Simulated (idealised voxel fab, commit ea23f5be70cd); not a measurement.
Documented hereafter: the process module known as voxel self aligned vias.
Cross-sectional view cut (width: 290 nm; square cell size: 5 nm).
If you're reading a cross-section in this doc, picture square cells in a grid; it comes to you as bands, top ones listed first down to the bottom, and a band can be one or more rows of cells. Within each band entry, the heights of the top and of the bottom of the band appear first, in that order and in nm; the materials of the band then follow from left to right, each with its corresponding width in nm. The designation "all across" on a single material indicates that it fills the band from edge to edge; the designation "air" indicates empty space. Note: height 0 marks the level under which the wafer is uniformly one material as received. Lowest band unbounded below, written "0 nm and below". Top row gets the first number, bottom row gets the second, and each row in between changes by the same step: that is how a band width like "30->40" works. Any step labelled "changes: none" changed none of the cells in the cross-section. Closed-off voids of 8+ cells (no open route to the top) go in "Closed void table", written width x height at distance from the left edge, in nm. On a step's line, text after the settings is the simulator commenting on that step. overlay nm: right-of-plan distance of the mask on a masked step; negative values mean left-of-plan. Everything after this point is organized in pairs: a cross-section before one process step, a cross-section after it that shows only as deep as the lowest changed band, and, under the pair, the intervening step with its settings. Because different runs of this module on the same starting wafer can supply different pairs, a pair continues from the pair above it only if its entry headed "Before the process" says so.
# Before the process
- 0 nm and below = Si all across
- Closed void table: none
# Resultant Cross-Section
- 10 nm to 0 nm = SiO2 all across
- Under 0: no change, same as before.
- Closed void table: none
The step carried out between the cross-section before it and the cross-section after it, both shown above, is CONFORMAL_DEP with material SiO2, thk nm 10
Before the process: we pick up right where the pair above leaves off, with its after cross-section.
# Resultant Cross-Section
- 15 nm to 10 nm = SiCN all across
- Under 10: no change, same as before.
- Closed void table: none
The step carried out between the cross-section before it and the cross-section after it, both shown above, is CONFORMAL_DEP with material SiCN, thk nm 5
Before the process: we pick up right where the pair above leaves off, with its after cross-section.
# Resultant Cross-Section
- 35 nm to 15 nm = SiO2 all across
- Under 15: no change, same as before.
- Closed void table: none
The step carried out between the cross-section before it and the cross-section after it, both shown above, is DIRECTIONAL_DEP with material SiO2, thk nm 20
Before the process: we pick up right where the pair above leaves off, with its after cross-section.
# Resultant Cross-Section
- 35 nm to 15 nm = 105 SiO2, then 25 air, then 25 SiO2, then 25 air, then 110 SiO2
- Under 15: no change, same as before.
- Closed void table: none
The step carried out between the cross-section before it and the cross-section after it, both shown above, is MASKED_ETCH with tone open, mask id LINES, width nm 25, pitch nm 50, etch materials SiO2, depth nm 20, overlay nm 0
Before the process: we pick up right where the pair above leaves off, with its after cross-section.
# Resultant Cross-Section
- 40 nm to 35 nm = 110 TiN, then 15 air, then 35 TiN, then 15 air, then 115 TiN
- 35 nm to 20 nm = 105 SiO2, then 5 TiN, then 15 air, then 5 TiN, then 25 SiO2, then 5 TiN, then 15 air, then 5 TiN, then 110 SiO2
- 20 nm to 15 nm = 105 SiO2, then 25 TiN, then 25 SiO2, then 25 TiN, then 110 SiO2
- Under 15: no change, same as before.
- Closed void table: none
The step carried out between the cross-section before it and the cross-section after it, both shown above, is CONFORMAL_DEP with material TiN, thk nm 5
Before the process: we pick up right where the pair above leaves off, with its after cross-section.
# Resultant Cross-Section
- 45 nm to 40 nm = Ru all across
- 40 nm to 35 nm = 110 TiN, then 15 Ru, then 35 TiN, then 15 Ru, then 115 TiN
- 35 nm to 20 nm = 105 SiO2, then 5 TiN, then 15 Ru, then 5 TiN, then 25 SiO2, then 5 TiN, then 15 Ru, then 5 TiN, then 110 SiO2
- Under 20: no change, same as before.
- Closed void table: none
The step carried out between the cross-section before it and the cross-section after it, both shown above, is FILL_DEP with material Ru, thk nm 5
Before the process: we pick up right where the pair above leaves off, with its after cross-section.
# Resultant Cross-Section
- 35 nm to 20 nm = 105 SiO2, then 5 TiN, then 15 Ru, then 5 TiN, then 25 SiO2, then 5 TiN, then 15 Ru, then 5 TiN, then 110 SiO2
- Under 20: no change, same as before.
- Closed void table: none
The step carried out between the cross-section before it and the cross-section after it, both shown above, is CMP with height nm 35
Before the process: we pick up right where the pair above leaves off, with its after cross-section.
# Resultant Cross-Section
- 35 nm to 30 nm = 105 SiO2, then 25 air, then 25 SiO2, then 25 air, then 110 SiO2
- Under 30: no change, same as before.
- Closed void table: none
The step carried out between the cross-section before it and the cross-section after it, both shown above, is SELECTIVE_ETCH with etch materials W Ru TiN, depth nm 5
Before the process: we pick up right where the pair above leaves off, with its after cross-section.
# Resultant Cross-Section
- 45 nm to 35 nm = SiN all across
- 35 nm to 30 nm = 105 SiO2, then 25 SiN, then 25 SiO2, then 25 SiN, then 110 SiO2
- Under 30: no change, same as before.
- Closed void table: none
The step carried out between the cross-section before it and the cross-section after it, both shown above, is FILL_DEP with material SiN, thk nm 10
Before the process: we pick up right where the pair above leaves off, with its after cross-section.
# Resultant Cross-Section
- 35 nm to 30 nm = 105 SiO2, then 25 SiN, then 25 SiO2, then 25 SiN, then 110 SiO2
- Under 30: no change, same as before.
- Closed void table: none
The step carried out between the cross-section before it and the cross-section after it, both shown above, is CMP with height nm 35
Before the process: we pick up right where the pair above leaves off, with its after cross-section.
# Resultant Cross-Section
- 50 nm to 35 nm = SiO2 all across
- Under 35: no change, same as before.
- Closed void table: none
The step carried out between the cross-section before it and the cross-section after it, both shown above, is DIRECTIONAL_DEP with material SiO2, thk nm 15
Before the process: we pick up right where the pair above leaves off, with its after cross-section.
# Resultant Cross-Section
- 60 nm to 50 nm = aC all across
- Under 50: no change, same as before.
- Closed void table: none
The step carried out between the cross-section before it and the cross-section after it, both shown above, is DIRECTIONAL_DEP with material aC, thk nm 10
Before the process: we pick up right where the pair above leaves off, with its after cross-section.
# Resultant Cross-Section
- 90 nm to 60 nm = 100 resist, then 35 air, then 15 resist, then 35 air, then 105 resist
- Under 60: no change, same as before.
- Closed void table: none
The step carried out between the cross-section before it and the cross-section after it, both shown above, is PATTERN with tone open, mask id VIAS, material resist, width nm 35, pitch nm 50, thk nm 30, overlay nm 0
Before the process: we pick up right where the pair above leaves off, with its after cross-section.
# Resultant Cross-Section
- 80 nm to 60 nm = 100 resist, then 35 air, then 15 resist, then 35 air, then 105 resist
- 60 nm to 50 nm = 100 aC, then 35 air, then 15 aC, then 35 air, then 105 aC
- Under 50: no change, same as before.
- Closed void table: none
The step carried out between the cross-section before it and the cross-section after it, both shown above, is DIRECTIONAL_ETCH with etch materials aC, depth nm 10
Before the process: we pick up right where the pair above leaves off, with its after cross-section.
# Resultant Cross-Section
- 60 nm to 50 nm = 100 aC, then 35 air, then 15 aC, then 35 air, then 105 aC
- Under 50: no change, same as before.
- Closed void table: none
The step carried out between the cross-section before it and the cross-section after it, both shown above, is STRIP with etch materials resist
Before the process: we pick up right where the pair above leaves off, with its after cross-section.
# Resultant Cross-Section
- 60 nm to 50 nm = 100 aC, then 35 air, then 15 aC, then 35 air, then 105 aC
- 50 nm to 35 nm = 100 SiO2, then 35 air, then 15 SiO2, then 35 air, then 105 SiO2
- Under 35: no change, same as before.
- Closed void table: none
The step carried out between the cross-section before it and the cross-section after it, both shown above, is DIRECTIONAL_ETCH with etch materials SiO2, depth nm 15
Before the process: we pick up right where the pair above leaves off, with its after cross-section.
# Resultant Cross-Section
- 60 nm to 50 nm = 100 aC, then 35 air, then 15 aC, then 35 air, then 105 aC
- 50 nm to 35 nm = 100 SiO2, then 35 air, then 15 SiO2, then 35 air, then 105 SiO2
- 35 nm to 30 nm = 105 SiO2, then 25 air, then 25 SiO2, then 25 air, then 110 SiO2
- Under 30: no change, same as before.
- Closed void table: none
The step carried out between the cross-section before it and the cross-section after it, both shown above, is DIRECTIONAL_ETCH with etch materials SiN, depth nm 5
Before the process: we pick up right where the pair above leaves off, with its after cross-section.
# Resultant Cross-Section
- 50 nm to 35 nm = 100 SiO2, then 35 air, then 15 SiO2, then 35 air, then 105 SiO2
- Under 35: no change, same as before.
- Closed void table: none
The step carried out between the cross-section before it and the cross-section after it, both shown above, is STRIP with etch materials aC
Before the process: we pick up right where the pair above leaves off, with its after cross-section.
# Resultant Cross-Section
- 55 nm to 50 nm = 105 TiN, then 25 air, then 25 TiN, then 25 air, then 110 TiN
- 50 nm to 40 nm = 100 SiO2, then 5 TiN, then 25 air, then 5 TiN, then 15 SiO2, then 5 TiN, then 25 air, then 5 TiN, then 105 SiO2
- 40 nm to 35 nm = 100 SiO2, then 10 TiN, then 15 air, then 10 TiN, then 15 SiO2, then 10 TiN, then 15 air, then 10 TiN, then 105 SiO2
- 35 nm to 30 nm = 105 SiO2, then 25 TiN, then 25 SiO2, then 25 TiN, then 110 SiO2
- Under 30: no change, same as before.
- Closed void table: none
The step carried out between the cross-section before it and the cross-section after it, both shown above, is CONFORMAL_DEP with material TiN, thk nm 5
Before the process: we pick up right where the pair above leaves off, with its after cross-section.
# Resultant Cross-Section
- 60 nm to 55 nm = Cu all across
- 55 nm to 50 nm = 105 TiN, then 25 Cu, then 25 TiN, then 25 Cu, then 110 TiN
- 50 nm to 40 nm = 100 SiO2, then 5 TiN, then 25 Cu, then 5 TiN, then 15 SiO2, then 5 TiN, then 25 Cu, then 5 TiN, then 105 SiO2
- 40 nm to 35 nm = 100 SiO2, then 10 TiN, then 15 Cu, then 10 TiN, then 15 SiO2, then 10 TiN, then 15 Cu, then 10 TiN, then 105 SiO2
- Under 35: no change, same as before.
- Closed void table: none
The step carried out between the cross-section before it and the cross-section after it, both shown above, is FILL_DEP with material Cu, thk nm 5
Before the process: we pick up right where the pair above leaves off, with its after cross-section.
# Resultant Cross-Section
- 50 nm to 40 nm = 100 SiO2, then 5 TiN, then 25 Cu, then 5 TiN, then 15 SiO2, then 5 TiN, then 25 Cu, then 5 TiN, then 105 SiO2
- Under 40: no change, same as before.
- Closed void table: none
The step carried out between the cross-section before it and the cross-section after it, both shown above, is CMP with height nm 50
Before the process: we pick up right where the pair above leaves off, with its after cross-section.
# Resultant Cross-Section
- 55 nm to 50 nm = SiN all across
- Under 50: no change, same as before.
- Closed void table: none
The step carried out between the cross-section before it and the cross-section after it, both shown above, is CONFORMAL_DEP with material SiN, thk nm 5
# Before the process
- 10 nm to 0 nm = SiO2 all across
- 0 nm and below = Si all across
- Closed void table: none
# Resultant Cross-Section
- 30 nm to 0 nm = SiO2 all across
- Under 0: no change, same as before.
- Closed void table: none
The step carried out between the cross-section before it and the cross-section after it, both shown above, is DIRECTIONAL_DEP with material SiO2, thk nm 20
Before the process: we pick up right where the pair above leaves off, with its after cross-section.
# Resultant Cross-Section
- 30 nm to 10 nm = 105 SiO2, then 25 air, then 25 SiO2, then 25 air, then 110 SiO2
- Under 10: no change, same as before.
- Closed void table: none
The step carried out between the cross-section before it and the cross-section after it, both shown above, is MASKED_ETCH with tone open, mask id LINES, width nm 25, pitch nm 50, etch materials SiO2, depth nm 20, overlay nm 0
Before the process: we pick up right where the pair above leaves off, with its after cross-section.
# Resultant Cross-Section
- 35 nm to 30 nm = 110 TiN, then 15 air, then 35 TiN, then 15 air, then 115 TiN
- 30 nm to 15 nm = 105 SiO2, then 5 TiN, then 15 air, then 5 TiN, then 25 SiO2, then 5 TiN, then 15 air, then 5 TiN, then 110 SiO2
- 15 nm to 10 nm = 105 SiO2, then 25 TiN, then 25 SiO2, then 25 TiN, then 110 SiO2
- Under 10: no change, same as before.
- Closed void table: none
The step carried out between the cross-section before it and the cross-section after it, both shown above, is CONFORMAL_DEP with material TiN, thk nm 5
Before the process: we pick up right where the pair above leaves off, with its after cross-section.
# Resultant Cross-Section
- 40 nm to 35 nm = Ru all across
- 35 nm to 30 nm = 110 TiN, then 15 Ru, then 35 TiN, then 15 Ru, then 115 TiN
- 30 nm to 15 nm = 105 SiO2, then 5 TiN, then 15 Ru, then 5 TiN, then 25 SiO2, then 5 TiN, then 15 Ru, then 5 TiN, then 110 SiO2
- Under 15: no change, same as before.
- Closed void table: none
The step carried out between the cross-section before it and the cross-section after it, both shown above, is FILL_DEP with material Ru, thk nm 5
Before the process: we pick up right where the pair above leaves off, with its after cross-section.
# Resultant Cross-Section
- 35 nm to 30 nm = 110 TiN, then 15 Ru, then 35 TiN, then 15 Ru, then 115 TiN
- Under 30: no change, same as before.
- Closed void table: none
The step carried out between the cross-section before it and the cross-section after it, both shown above, is CMP with height nm 35
Before the process: we pick up right where the pair above leaves off, with its after cross-section.
# Resultant Cross-Section
- 30 nm to 15 nm = 105 SiO2, then 5 TiN, then 15 Ru, then 5 TiN, then 25 SiO2, then 5 TiN, then 15 Ru, then 5 TiN, then 110 SiO2
- Under 15: no change, same as before.
- Closed void table: none
The step carried out between the cross-section before it and the cross-section after it, both shown above, is SELECTIVE_ETCH with etch materials W Ru TiN, depth nm 5
Before the process: we pick up right where the pair above leaves off, with its after cross-section.
# Resultant Cross-Section
- 40 nm to 30 nm = SiN all across
- Under 30: no change, same as before.
- Closed void table: none
The step carried out between the cross-section before it and the cross-section after it, both shown above, is FILL_DEP with material SiN, thk nm 10
Before the process: we pick up right where the pair above leaves off, with its after cross-section.
# Resultant Cross-Section
- 35 nm to 30 nm = SiN all across
- Under 30: no change, same as before.
- Closed void table: none
The step carried out between the cross-section before it and the cross-section after it, both shown above, is CMP with height nm 35
Before the process: we pick up right where the pair above leaves off, with its after cross-section.
# Resultant Cross-Section
- 50 nm to 35 nm = SiO2 all across
- Under 35: no change, same as before.
- Closed void table: none
The step carried out between the cross-section before it and the cross-section after it, both shown above, is DIRECTIONAL_DEP with material SiO2, thk nm 15
Before the process: we pick up right where the pair above leaves off, with its after cross-section.
# Resultant Cross-Section
- 60 nm to 50 nm = aC all across
- Under 50: no change, same as before.
- Closed void table: none
The step carried out between the cross-section before it and the cross-section after it, both shown above, is DIRECTIONAL_DEP with material aC, thk nm 10
Before the process: we pick up right where the pair above leaves off, with its after cross-section.
# Resultant Cross-Section
- 90 nm to 60 nm = 100 resist, then 35 air, then 15 resist, then 35 air, then 105 resist
- Under 60: no change, same as before.
- Closed void table: none
The step carried out between the cross-section before it and the cross-section after it, both shown above, is PATTERN with tone open, mask id VIAS, material resist, width nm 35, pitch nm 50, thk nm 30, overlay nm 0
Before the process: we pick up right where the pair above leaves off, with its after cross-section.
# Resultant Cross-Section
- 80 nm to 60 nm = 100 resist, then 35 air, then 15 resist, then 35 air, then 105 resist
- 60 nm to 50 nm = 100 aC, then 35 air, then 15 aC, then 35 air, then 105 aC
- Under 50: no change, same as before.
- Closed void table: none
The step carried out between the cross-section before it and the cross-section after it, both shown above, is DIRECTIONAL_ETCH with etch materials aC, depth nm 10
Before the process: we pick up right where the pair above leaves off, with its after cross-section.
# Resultant Cross-Section
- 60 nm to 50 nm = 100 aC, then 35 air, then 15 aC, then 35 air, then 105 aC
- Under 50: no change, same as before.
- Closed void table: none
The step carried out between the cross-section before it and the cross-section after it, both shown above, is STRIP with etch materials resist
Before the process: we pick up right where the pair above leaves off, with its after cross-section.
# Resultant Cross-Section
- 60 nm to 50 nm = 100 aC, then 35 air, then 15 aC, then 35 air, then 105 aC
- 50 nm to 35 nm = 100 SiO2, then 35 air, then 15 SiO2, then 35 air, then 105 SiO2
- Under 35: no change, same as before.
- Closed void table: none
The step carried out between the cross-section before it and the cross-section after it, both shown above, is DIRECTIONAL_ETCH with etch materials SiO2, depth nm 15
Before the process: we pick up right where the pair above leaves off, with its after cross-section.
# Resultant Cross-Section
- 60 nm to 50 nm = 100 aC, then 35 air, then 15 aC, then 35 air, then 105 aC
- 50 nm to 35 nm = 100 SiO2, then 35 air, then 15 SiO2, then 35 air, then 105 SiO2
- 35 nm to 30 nm = 100 SiN, then 35 air, then 15 SiN, then 35 air, then 105 SiN
- Under 30: no change, same as before.
- Closed void table: none
The step carried out between the cross-section before it and the cross-section after it, both shown above, is DIRECTIONAL_ETCH with etch materials SiN, depth nm 5
Before the process: we pick up right where the pair above leaves off, with its after cross-section.
# Resultant Cross-Section
- 50 nm to 35 nm = 100 SiO2, then 35 air, then 15 SiO2, then 35 air, then 105 SiO2
- Under 35: no change, same as before.
- Closed void table: none
The step carried out between the cross-section before it and the cross-section after it, both shown above, is STRIP with etch materials aC
Before the process: we pick up right where the pair above leaves off, with its after cross-section.
# Resultant Cross-Section
- 55 nm to 50 nm = 105 TiN, then 25 air, then 25 TiN, then 25 air, then 110 TiN
- 50 nm to 35 nm = 100 SiO2, then 5 TiN, then 25 air, then 5 TiN, then 15 SiO2, then 5 TiN, then 25 air, then 5 TiN, then 105 SiO2
- 35 nm to 30 nm = 100 SiN, then 35 TiN, then 15 SiN, then 35 TiN, then 105 SiN
- Under 30: no change, same as before.
- Closed void table: none
The step carried out between the cross-section before it and the cross-section after it, both shown above, is CONFORMAL_DEP with material TiN, thk nm 5
Before the process: we pick up right where the pair above leaves off, with its after cross-section.
# Resultant Cross-Section
- 60 nm to 55 nm = Cu all across
- 55 nm to 50 nm = 105 TiN, then 25 Cu, then 25 TiN, then 25 Cu, then 110 TiN
- 50 nm to 35 nm = 100 SiO2, then 5 TiN, then 25 Cu, then 5 TiN, then 15 SiO2, then 5 TiN, then 25 Cu, then 5 TiN, then 105 SiO2
- Under 35: no change, same as before.
- Closed void table: none
The step carried out between the cross-section before it and the cross-section after it, both shown above, is FILL_DEP with material Cu, thk nm 5
Before the process: we pick up right where the pair above leaves off, with its after cross-section.
# Resultant Cross-Section
- 50 nm to 35 nm = 100 SiO2, then 5 TiN, then 25 Cu, then 5 TiN, then 15 SiO2, then 5 TiN, then 25 Cu, then 5 TiN, then 105 SiO2
- Under 35: no change, same as before.
- Closed void table: none
The step carried out between the cross-section before it and the cross-section after it, both shown above, is CMP with height nm 50
Before the process: we pick up right where the pair above leaves off, with its after cross-section.
# Resultant Cross-Section
- 55 nm to 50 nm = SiN all across
- Under 50: no change, same as before.
- Closed void table: none
The step carried out between the cross-section before it and the cross-section after it, both shown above, is CONFORMAL_DEP with material SiN, thk nm 5
# Before the process
- 60 nm to 50 nm = 100 aC, then 35 air, then 15 aC, then 35 air, then 105 aC
- 50 nm to 35 nm = 100 SiO2, then 35 air, then 15 SiO2, then 35 air, then 105 SiO2
- 35 nm to 30 nm = 105 SiO2, then 25 SiN, then 25 SiO2, then 25 SiN, then 110 SiO2
- 30 nm to 20 nm = 105 SiO2, then 5 TiN, then 15 Ru, then 5 TiN, then 25 SiO2, then 5 TiN, then 15 Ru, then 5 TiN, then 110 SiO2
- 20 nm to 15 nm = 105 SiO2, then 25 TiN, then 25 SiO2, then 25 TiN, then 110 SiO2
- 15 nm to 10 nm = SiCN all across
- 10 nm to 0 nm = SiO2 all across
- 0 nm and below = Si all across
- Closed void table: none
# Resultant Cross-Section
- 60 nm to 50 nm = 100 aC, then 35 air, then 15 aC, then 35 air, then 105 aC
- 50 nm to 35 nm = 100 SiO2, then 35 air, then 15 SiO2, then 35 air, then 105 SiO2
- 35 nm to 30 nm = 100 SiO2, then 5 air, then 25 SiN, then 5 air, then 15 SiO2, then 5 air, then 25 SiN, then 5 air, then 105 SiO2
- 30 nm to 20 nm = 100 SiO2, then 5 air, then 5 TiN, then 15 Ru, then 5 TiN, then 5 air, then 15 SiO2, then 5 air, then 5 TiN, then 15 Ru, then 5 TiN, then 5 air, then 105 SiO2
- Under 20: no change, same as before.
- Closed void table: none
The step carried out between the cross-section before it and the cross-section after it, both shown above, is DIRECTIONAL_ETCH with etch materials SiO2, depth nm 15
Before the process: we pick up right where the pair above leaves off, with its after cross-section.
# Resultant Cross-Section
- 60 nm to 50 nm = 100 aC, then 35 air, then 15 aC, then 35 air, then 105 aC
- 50 nm to 30 nm = 100 SiO2, then 35 air, then 15 SiO2, then 35 air, then 105 SiO2
- Under 30: no change, same as before.
- Closed void table: none
The step carried out between the cross-section before it and the cross-section after it, both shown above, is DIRECTIONAL_ETCH with etch materials SiN, depth nm 5
Before the process: we pick up right where the pair above leaves off, with its after cross-section.
# Resultant Cross-Section
- 50 nm to 30 nm = 100 SiO2, then 35 air, then 15 SiO2, then 35 air, then 105 SiO2
- Under 30: no change, same as before.
- Closed void table: none
The step carried out between the cross-section before it and the cross-section after it, both shown above, is STRIP with etch materials aC
Before the process: we pick up right where the pair above leaves off, with its after cross-section.
# Resultant Cross-Section
- 55 nm to 50 nm = 105 TiN, then 25 air, then 25 TiN, then 25 air, then 110 TiN
- 50 nm to 35 nm = 100 SiO2, then 5 TiN, then 25 air, then 5 TiN, then 15 SiO2, then 5 TiN, then 25 air, then 5 TiN, then 105 SiO2
- 35 nm to 30 nm = 100 SiO2, then 35 TiN, then 15 SiO2, then 35 TiN, then 105 SiO2
- 30 nm to 20 nm = 100 SiO2, then 10 TiN, then 15 Ru, then 10 TiN, then 15 SiO2, then 10 TiN, then 15 Ru, then 10 TiN, then 105 SiO2
- Under 20: no change, same as before.
- Closed void table: none
The step carried out between the cross-section before it and the cross-section after it, both shown above, is CONFORMAL_DEP with material TiN, thk nm 5
Before the process: we pick up right where the pair above leaves off, with its after cross-section.
# Resultant Cross-Section
- 60 nm to 55 nm = Cu all across
- 55 nm to 50 nm = 105 TiN, then 25 Cu, then 25 TiN, then 25 Cu, then 110 TiN
- 50 nm to 35 nm = 100 SiO2, then 5 TiN, then 25 Cu, then 5 TiN, then 15 SiO2, then 5 TiN, then 25 Cu, then 5 TiN, then 105 SiO2
- Under 35: no change, same as before.
- Closed void table: none
The step carried out between the cross-section before it and the cross-section after it, both shown above, is FILL_DEP with material Cu, thk nm 5
Before the process: we pick up right where the pair above leaves off, with its after cross-section.
# Resultant Cross-Section
- 50 nm to 35 nm = 100 SiO2, then 5 TiN, then 25 Cu, then 5 TiN, then 15 SiO2, then 5 TiN, then 25 Cu, then 5 TiN, then 105 SiO2
- Under 35: no change, same as before.
- Closed void table: none
The step carried out between the cross-section before it and the cross-section after it, both shown above, is CMP with height nm 50
Before the process: we pick up right where the pair above leaves off, with its after cross-section.
# Resultant Cross-Section
- 55 nm to 50 nm = SiN all across
- Under 50: no change, same as before.
- Closed void table: none
The step carried out between the cross-section before it and the cross-section after it, both shown above, is CONFORMAL_DEP with material SiN, thk nm 5
# Before the process
- 0 nm and below = Si all across
- Closed void table: none
# Resultant Cross-Section
- 5 nm to 0 nm = SiCN all across
- Under 0: no change, same as before.
- Closed void table: none
The step carried out between the cross-section before it and the cross-section after it, both shown above, is CONFORMAL_DEP with material SiCN, thk nm 5
Before the process: we pick up right where the pair above leaves off, with its after cross-section.
# Resultant Cross-Section
- 15 nm to 5 nm = SiO2 all across
- Under 5: no change, same as before.
- Closed void table: none
The step carried out between the cross-section before it and the cross-section after it, both shown above, is CONFORMAL_DEP with material SiO2, thk nm 10
Before the process: we pick up right where the pair above leaves off, with its after cross-section.
# Resultant Cross-Section
- 35 nm to 5 nm = SiO2 all across
- Under 5: no change, same as before.
- Closed void table: none
The step carried out between the cross-section before it and the cross-section after it, both shown above, is DIRECTIONAL_DEP with material SiO2, thk nm 20
Before the process: we pick up right where the pair above leaves off, with its after cross-section.
# Resultant Cross-Section
- 35 nm to 15 nm = 105 SiO2, then 25 air, then 25 SiO2, then 25 air, then 110 SiO2
- Under 15: no change, same as before.
- Closed void table: none
The step carried out between the cross-section before it and the cross-section after it, both shown above, is MASKED_ETCH with tone open, mask id LINES, width nm 25, pitch nm 50, etch materials SiO2, depth nm 20, overlay nm 0
Before the process: we pick up right where the pair above leaves off, with its after cross-section.
# Resultant Cross-Section
- 40 nm to 35 nm = 110 TiN, then 15 air, then 35 TiN, then 15 air, then 115 TiN
- 35 nm to 20 nm = 105 SiO2, then 5 TiN, then 15 air, then 5 TiN, then 25 SiO2, then 5 TiN, then 15 air, then 5 TiN, then 110 SiO2
- 20 nm to 15 nm = 105 SiO2, then 25 TiN, then 25 SiO2, then 25 TiN, then 110 SiO2
- Under 15: no change, same as before.
- Closed void table: none
The step carried out between the cross-section before it and the cross-section after it, both shown above, is CONFORMAL_DEP with material TiN, thk nm 5
Before the process: we pick up right where the pair above leaves off, with its after cross-section.
# Resultant Cross-Section
- 45 nm to 40 nm = Ru all across
- 40 nm to 35 nm = 110 TiN, then 15 Ru, then 35 TiN, then 15 Ru, then 115 TiN
- 35 nm to 20 nm = 105 SiO2, then 5 TiN, then 15 Ru, then 5 TiN, then 25 SiO2, then 5 TiN, then 15 Ru, then 5 TiN, then 110 SiO2
- Under 20: no change, same as before.
- Closed void table: none
The step carried out between the cross-section before it and the cross-section after it, both shown above, is FILL_DEP with material Ru, thk nm 5
Before the process: we pick up right where the pair above leaves off, with its after cross-section.
# Resultant Cross-Section
- 35 nm to 20 nm = 105 SiO2, then 5 TiN, then 15 Ru, then 5 TiN, then 25 SiO2, then 5 TiN, then 15 Ru, then 5 TiN, then 110 SiO2
- Under 20: no change, same as before.
- Closed void table: none
The step carried out between the cross-section before it and the cross-section after it, both shown above, is CMP with height nm 35
Before the process: we pick up right where the pair above leaves off, with its after cross-section.
# Resultant Cross-Section
- 35 nm to 30 nm = 105 SiO2, then 25 air, then 25 SiO2, then 25 air, then 110 SiO2
- Under 30: no change, same as before.
- Closed void table: none
The step carried out between the cross-section before it and the cross-section after it, both shown above, is SELECTIVE_ETCH with etch materials W Ru TiN, depth nm 5
Before the process: we pick up right where the pair above leaves off, with its after cross-section.
# Resultant Cross-Section
- 45 nm to 35 nm = SiN all across
- 35 nm to 30 nm = 105 SiO2, then 25 SiN, then 25 SiO2, then 25 SiN, then 110 SiO2
- Under 30: no change, same as before.
- Closed void table: none
The step carried out between the cross-section before it and the cross-section after it, both shown above, is FILL_DEP with material SiN, thk nm 10
Before the process: we pick up right where the pair above leaves off, with its after cross-section.
# Resultant Cross-Section
- 35 nm to 30 nm = 105 SiO2, then 25 SiN, then 25 SiO2, then 25 SiN, then 110 SiO2
- Under 30: no change, same as before.
- Closed void table: none
The step carried out between the cross-section before it and the cross-section after it, both shown above, is CMP with height nm 35
Before the process: we pick up right where the pair above leaves off, with its after cross-section.
# Resultant Cross-Section
- 50 nm to 35 nm = SiO2 all across
- Under 35: no change, same as before.
- Closed void table: none
The step carried out between the cross-section before it and the cross-section after it, both shown above, is DIRECTIONAL_DEP with material SiO2, thk nm 15
Before the process: we pick up right where the pair above leaves off, with its after cross-section.
# Resultant Cross-Section
- 60 nm to 50 nm = aC all across
- Under 50: no change, same as before.
- Closed void table: none
The step carried out between the cross-section before it and the cross-section after it, both shown above, is DIRECTIONAL_DEP with material aC, thk nm 10
Before the process: we pick up right where the pair above leaves off, with its after cross-section.
# Resultant Cross-Section
- 90 nm to 60 nm = 100 resist, then 35 air, then 15 resist, then 35 air, then 105 resist
- Under 60: no change, same as before.
- Closed void table: none
The step carried out between the cross-section before it and the cross-section after it, both shown above, is PATTERN with tone open, mask id VIAS, material resist, width nm 35, pitch nm 50, thk nm 30, overlay nm 0
Before the process: we pick up right where the pair above leaves off, with its after cross-section.
# Resultant Cross-Section
- 80 nm to 60 nm = 100 resist, then 35 air, then 15 resist, then 35 air, then 105 resist
- 60 nm to 50 nm = 100 aC, then 35 air, then 15 aC, then 35 air, then 105 aC
- Under 50: no change, same as before.
- Closed void table: none
The step carried out between the cross-section before it and the cross-section after it, both shown above, is DIRECTIONAL_ETCH with etch materials aC, depth nm 10
Before the process: we pick up right where the pair above leaves off, with its after cross-section.
# Resultant Cross-Section
- 60 nm to 50 nm = 100 aC, then 35 air, then 15 aC, then 35 air, then 105 aC
- Under 50: no change, same as before.
- Closed void table: none
The step carried out between the cross-section before it and the cross-section after it, both shown above, is STRIP with etch materials resist
Before the process: we pick up right where the pair above leaves off, with its after cross-section.
# Resultant Cross-Section
- 60 nm to 50 nm = 100 aC, then 35 air, then 15 aC, then 35 air, then 105 aC
- 50 nm to 35 nm = 100 SiO2, then 35 air, then 15 SiO2, then 35 air, then 105 SiO2
- Under 35: no change, same as before.
- Closed void table: none
The step carried out between the cross-section before it and the cross-section after it, both shown above, is DIRECTIONAL_ETCH with etch materials SiO2, depth nm 15
Before the process: we pick up right where the pair above leaves off, with its after cross-section.
# Resultant Cross-Section
- 60 nm to 50 nm = 100 aC, then 35 air, then 15 aC, then 35 air, then 105 aC
- 50 nm to 35 nm = 100 SiO2, then 35 air, then 15 SiO2, then 35 air, then 105 SiO2
- 35 nm to 30 nm = 105 SiO2, then 25 air, then 25 SiO2, then 25 air, then 110 SiO2
- Under 30: no change, same as before.
- Closed void table: none
The step carried out between the cross-section before it and the cross-section after it, both shown above, is DIRECTIONAL_ETCH with etch materials SiN, depth nm 5
Before the process: we pick up right where the pair above leaves off, with its after cross-section.
# Resultant Cross-Section
- 50 nm to 35 nm = 100 SiO2, then 35 air, then 15 SiO2, then 35 air, then 105 SiO2
- Under 35: no change, same as before.
- Closed void table: none
The step carried out between the cross-section before it and the cross-section after it, both shown above, is STRIP with etch materials aC
Before the process: we pick up right where the pair above leaves off, with its after cross-section.
# Resultant Cross-Section
- 55 nm to 50 nm = 105 TiN, then 25 air, then 25 TiN, then 25 air, then 110 TiN
- 50 nm to 40 nm = 100 SiO2, then 5 TiN, then 25 air, then 5 TiN, then 15 SiO2, then 5 TiN, then 25 air, then 5 TiN, then 105 SiO2
- 40 nm to 35 nm = 100 SiO2, then 10 TiN, then 15 air, then 10 TiN, then 15 SiO2, then 10 TiN, then 15 air, then 10 TiN, then 105 SiO2
- 35 nm to 30 nm = 105 SiO2, then 25 TiN, then 25 SiO2, then 25 TiN, then 110 SiO2
- Under 30: no change, same as before.
- Closed void table: none
The step carried out between the cross-section before it and the cross-section after it, both shown above, is CONFORMAL_DEP with material TiN, thk nm 5
Before the process: we pick up right where the pair above leaves off, with its after cross-section.
# Resultant Cross-Section
- 60 nm to 55 nm = Cu all across
- 55 nm to 50 nm = 105 TiN, then 25 Cu, then 25 TiN, then 25 Cu, then 110 TiN
- 50 nm to 40 nm = 100 SiO2, then 5 TiN, then 25 Cu, then 5 TiN, then 15 SiO2, then 5 TiN, then 25 Cu, then 5 TiN, then 105 SiO2
- 40 nm to 35 nm = 100 SiO2, then 10 TiN, then 15 Cu, then 10 TiN, then 15 SiO2, then 10 TiN, then 15 Cu, then 10 TiN, then 105 SiO2
- Under 35: no change, same as before.
- Closed void table: none
The step carried out between the cross-section before it and the cross-section after it, both shown above, is FILL_DEP with material Cu, thk nm 5
Before the process: we pick up right where the pair above leaves off, with its after cross-section.
# Resultant Cross-Section
- 50 nm to 40 nm = 100 SiO2, then 5 TiN, then 25 Cu, then 5 TiN, then 15 SiO2, then 5 TiN, then 25 Cu, then 5 TiN, then 105 SiO2
- Under 40: no change, same as before.
- Closed void table: none
The step carried out between the cross-section before it and the cross-section after it, both shown above, is CMP with height nm 50
